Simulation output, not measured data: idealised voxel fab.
voxel transistor to metal: a process module
cross-section cut | 180 nm wide | cells 5 nm
Think of the cross-section as a grid of square cells. We describe it in bands, top to bottom, and each band covers one or more rows of those cells.
It is stipulated that each band's entry specify, in nanometres, the height of the top of the band and then that of its bottom, followed by the materials of the band in left-to-right sequence, each together with its width in nanometres. A single material marked by the word "throughout" is understood to fill the band from edge to edge; the word "empty" is understood to denote empty space.
Heads up on the height convention: 0 is the point under which the incoming wafer is all one material, and the lowest band has no bottom, it just keeps going down, like "0 -> down".
Width "30..40": first value at the band's top row of cells, second value at its bottom row, equal change from row to row.
"no modifications" means the step left every cell of the cross-section as it was.
For the entry "Encapsulated voids", the listed items are empty spaces with no open way to the top whose size is 8 cells or more; each item follows the pattern width x height at distance, where distance is from the left edge and all three are in nm.
Formally, on a step line, whatever follows the settings is a remark that the simulator itself makes on the step.
overlay nm: for a step with a mask, the amount by which the mask lay right of where it was planned; a negative amount means left of it.

The process steps that were planned are listed below:
step 1: RECEIVE,material Si
step 2: CONFORMAL_DEP,material SiO2,thk nm 5
step 3: CONFORMAL_DEP,material SiN,thk nm 10
step 4: PATTERN,tone cover,mask id ACTIVE,material resist,width nm 105,thk nm 20,overlay nm 0
step 5: DIRECTIONAL_ETCH,etch materials SiN,depth nm 10
step 6: DIRECTIONAL_ETCH,etch materials SiO2,depth nm 5
step 7: DIRECTIONAL_ETCH,etch materials Si,depth nm 35
step 8: STRIP,etch materials resist
step 9: OXIDIZE,depth nm 5
step 10: FILL_DEP,material SiO2,thk nm 5
step 11: CMP,height nm 15
step 12: SELECTIVE_ETCH,etch materials SiO2,depth nm 10
step 13: STRIP,etch materials SiN
step 14: SELECTIVE_ETCH,etch materials SiO2,depth nm 5
step 15: OXIDIZE,depth nm 5
step 16: DIRECTIONAL_DEP,material polySi,thk nm 20
step 17: DIRECTIONAL_DEP,material SiCN,thk nm 10
step 18: PATTERN,tone cover,mask id GATE,material resist,width nm 25,thk nm 20,overlay nm 0
step 19: DIRECTIONAL_ETCH,etch materials SiCN,depth nm 20
step 20: DIRECTIONAL_ETCH,etch materials polySi,depth nm 30
step 21: STRIP,etch materials resist
step 22: CONFORMAL_DEP,material SiN,thk nm 10
step 23: DIRECTIONAL_ETCH,etch materials SiN,depth nm 10
step 24: DIRECTIONAL_ETCH,etch materials SiO2,depth nm 5
step 25: DIRECTIONAL_ETCH,etch materials Si,depth nm 15
step 26: EPI,material pSi,thk nm 15
step 27: FILL_DEP,material SiO2,thk nm 5
step 28: CMP,height nm 20
step 29: STRIP,etch materials polySi
step 30: SELECTIVE_ETCH,etch materials SiO2,depth nm 5
step 31: CONFORMAL_DEP,material HfO2,thk nm 5
step 32: CONFORMAL_DEP,material TiN,thk nm 5
step 33: FILL_DEP,material W,thk nm 5
step 34: CMP,height nm 15
step 35: DIRECTIONAL_DEP,material SiO2,thk nm 15
step 36: DIRECTIONAL_DEP,material aC,thk nm 10
step 37: PATTERN,tone open,mask id CONTACT,material resist,width nm 15,pitch nm 70,thk nm 30,overlay nm 0
step 38: DIRECTIONAL_ETCH,etch materials aC,depth nm 10
step 39: STRIP,etch materials resist
step 40: DIRECTIONAL_ETCH,etch materials SiO2,depth nm 35
step 41: STRIP,etch materials aC
step 42: CONFORMAL_DEP,material TiN,thk nm 5
step 43: FILL_DEP,material W,thk nm 10
step 44: CMP,height nm 30
step 45: CONFORMAL_DEP,material SiCN,thk nm 5
step 46: DIRECTIONAL_DEP,material SiO2,thk nm 15
step 47: DIRECTIONAL_DEP,material aC,thk nm 15
step 48: PATTERN,tone open,mask id METAL_1,material resist,width nm 15,pitch nm 70,thk nm 30,overlay nm 0
step 49: DIRECTIONAL_ETCH,etch materials aC,depth nm 15
step 50: STRIP,etch materials resist
step 51: DIRECTIONAL_ETCH,etch materials SiO2,depth nm 15
step 52: DIRECTIONAL_ETCH,etch materials SiCN,depth nm 5
step 53: STRIP,etch materials aC
step 54: CONFORMAL_DEP,material TiN,thk nm 5
step 55: FILL_DEP,material Cu,thk nm 10
step 56: CMP,height nm 50
step 57: CONFORMAL_DEP,material SiCN,thk nm 5
step 58: DIRECTIONAL_DEP,material SiO2,thk nm 30
step 59: DIRECTIONAL_DEP,material aC,thk nm 15
step 60: PATTERN,tone open,mask id METAL_2,material resist,width nm 15,pitch nm 70,thk nm 35,overlay nm 0
step 61: DIRECTIONAL_ETCH,etch materials aC,depth nm 15
step 62: STRIP,etch materials resist
step 63: DIRECTIONAL_ETCH,etch materials SiO2,depth nm 20
step 64: STRIP,etch materials aC
step 65: DIRECTIONAL_DEP,material aC,thk nm 15
step 66: PATTERN,tone open,mask id METAL_2_HOLES,material resist,width nm 15,pitch nm 70,thk nm 35,overlay nm 0
step 67: DIRECTIONAL_ETCH,etch materials aC,depth nm 15
step 68: STRIP,etch materials resist
step 69: DIRECTIONAL_ETCH,etch materials SiO2,depth nm 10
step 70: DIRECTIONAL_ETCH,etch materials SiCN,depth nm 5
step 71: STRIP,etch materials aC
step 72: CONFORMAL_DEP,material TiN,thk nm 5
step 73: FILL_DEP,material Cu,thk nm 10
step 74: CMP,height nm 85
step 75: CONFORMAL_DEP,material SiN,thk nm 5

As-received state of the wafer in cross-section, equivalent to post-step 1:
0 -> down  Si throughout
Encapsulated voids: none

Wafer cross-section at module end: first of two, run to plan:
90 -> 85  SiN throughout
85 -> 55  SiO2 45 nm, then TiN 5 nm, then Cu 5 nm, then TiN 5 nm, then SiO2 55 nm, then TiN 5 nm, then Cu 5 nm, then TiN 5 nm, then SiO2 50 nm
55 -> 50  SiCN 45 nm, then TiN 15 nm, then SiCN 55 nm, then TiN 15 nm, then SiCN 50 nm
50 -> 35  SiO2 45 nm, then TiN 5 nm, then Cu 5 nm, then TiN 5 nm, then SiO2 55 nm, then TiN 5 nm, then Cu 5 nm, then TiN 5 nm, then SiO2 50 nm
35 -> 30  SiCN 45 nm, then TiN 15 nm, then SiCN 55 nm, then TiN 15 nm, then SiCN 50 nm
30 -> 15  SiO2 45 nm, then TiN 5 nm, then W 5 nm, then TiN 5 nm, then SiO2 55 nm, then TiN 5 nm, then W 5 nm, then TiN 5 nm, then SiO2 50 nm
15 -> 10  SiO2 45 nm, then TiN 15 nm, then SiO2 5 nm, then SiN 10 nm, then HfO2 5 nm, then TiN 5 nm, then W 5 nm, then TiN 5 nm, then HfO2 5 nm, then SiN 10 nm, then SiO2 5 nm, then TiN 15 nm, then SiO2 50 nm
10 -> 5  SiO2 45 nm, then TiN 5 nm, then pSi 15 nm, then SiN 10 nm, then HfO2 5 nm, then TiN 5 nm, then W 5 nm, then TiN 5 nm, then HfO2 5 nm, then SiN 10 nm, then pSi 15 nm, then TiN 5 nm, then SiO2 50 nm
5 -> 0  SiO2 45 nm, then TiN 5 nm, then pSi 15 nm, then SiN 10 nm, then HfO2 5 nm, then TiN 15 nm, then HfO2 5 nm, then SiN 10 nm, then pSi 15 nm, then TiN 5 nm, then SiO2 50 nm
0 -> -5  SiO2 45 nm, then TiN 5 nm, then pSi 15 nm, then SiO2 5 nm, then HfO2 35 nm, then SiO2 5 nm, then pSi 15 nm, then TiN 5 nm, then SiO2 50 nm
-5 -> -20  SiO2 40 nm, then pSi 25 nm, then Si 45 nm, then pSi 25 nm, then SiO2 45 nm
-20 -> -40  SiO2 40 nm, then Si 95 nm, then SiO2 45 nm
-40 -> down  Si throughout
Encapsulated voids: none

Same start, same plan as the first wafer - but one mistake in the run. Cross-section of the second of the two at the end of the module:
90 -> 85  SiN throughout
85 -> 55  SiO2 45 nm, then TiN 5 nm, then Cu 5 nm, then TiN 5 nm, then SiO2 55 nm, then TiN 5 nm, then Cu 5 nm, then TiN 5 nm, then SiO2 50 nm
55 -> 50  SiCN 45 nm, then TiN 15 nm, then SiCN 55 nm, then TiN 15 nm, then SiCN 50 nm
50 -> 35  SiO2 45 nm, then TiN 5 nm, then Cu 5 nm, then TiN 5 nm, then SiO2 55 nm, then TiN 5 nm, then Cu 5 nm, then TiN 5 nm, then SiO2 50 nm
35 -> 30  SiCN 45 nm, then TiN 15 nm, then SiCN 55 nm, then TiN 15 nm, then SiCN 50 nm
30 -> 15  SiO2 45 nm, then TiN 5 nm, then W 5 nm, then TiN 5 nm, then SiO2 55 nm, then TiN 5 nm, then W 5 nm, then TiN 5 nm, then SiO2 50 nm
15 -> 5  SiO2 45 nm, then TiN 5 nm, then W 5 nm, then TiN 5 nm, then SiO2 5 nm, then SiN 10 nm, then HfO2 5 nm, then TiN 5 nm, then W 5 nm, then TiN 5 nm, then HfO2 5 nm, then SiN 10 nm, then SiO2 5 nm, then TiN 5 nm, then W 5 nm, then TiN 5 nm, then SiO2 50 nm
5 -> 0  SiO2 45 nm, then TiN 5 nm, then W 5 nm, then TiN 5 nm, then SiO2 5 nm, then SiN 10 nm, then HfO2 5 nm, then TiN 15 nm, then HfO2 5 nm, then SiN 10 nm, then SiO2 5 nm, then TiN 5 nm, then W 5 nm, then TiN 5 nm, then SiO2 50 nm
0 -> -5  SiO2 45 nm, then TiN 15 nm, then SiO2 10 nm, then HfO2 35 nm, then SiO2 10 nm, then TiN 15 nm, then SiO2 50 nm
-5 -> -20  pSi 30 nm, then SiO2 115 nm, then pSi 35 nm
-20 -> -40  Si 30 nm, then SiO2 115 nm, then Si 35 nm
-40 -> down  Si throughout
Encapsulated voids: none
Processing error: in deviation from the planned setting, step 4 was conducted as PATTERN,tone open,mask id ACTIVE,material resist,width nm 105,thk nm 20,overlay nm 0
Once processing is complete, comparing cell counts shows that the second wafer has more or fewer of certain materials than the first: Si -51 | SiO2 +48 | TiN +6 | W +6 | pSi -9
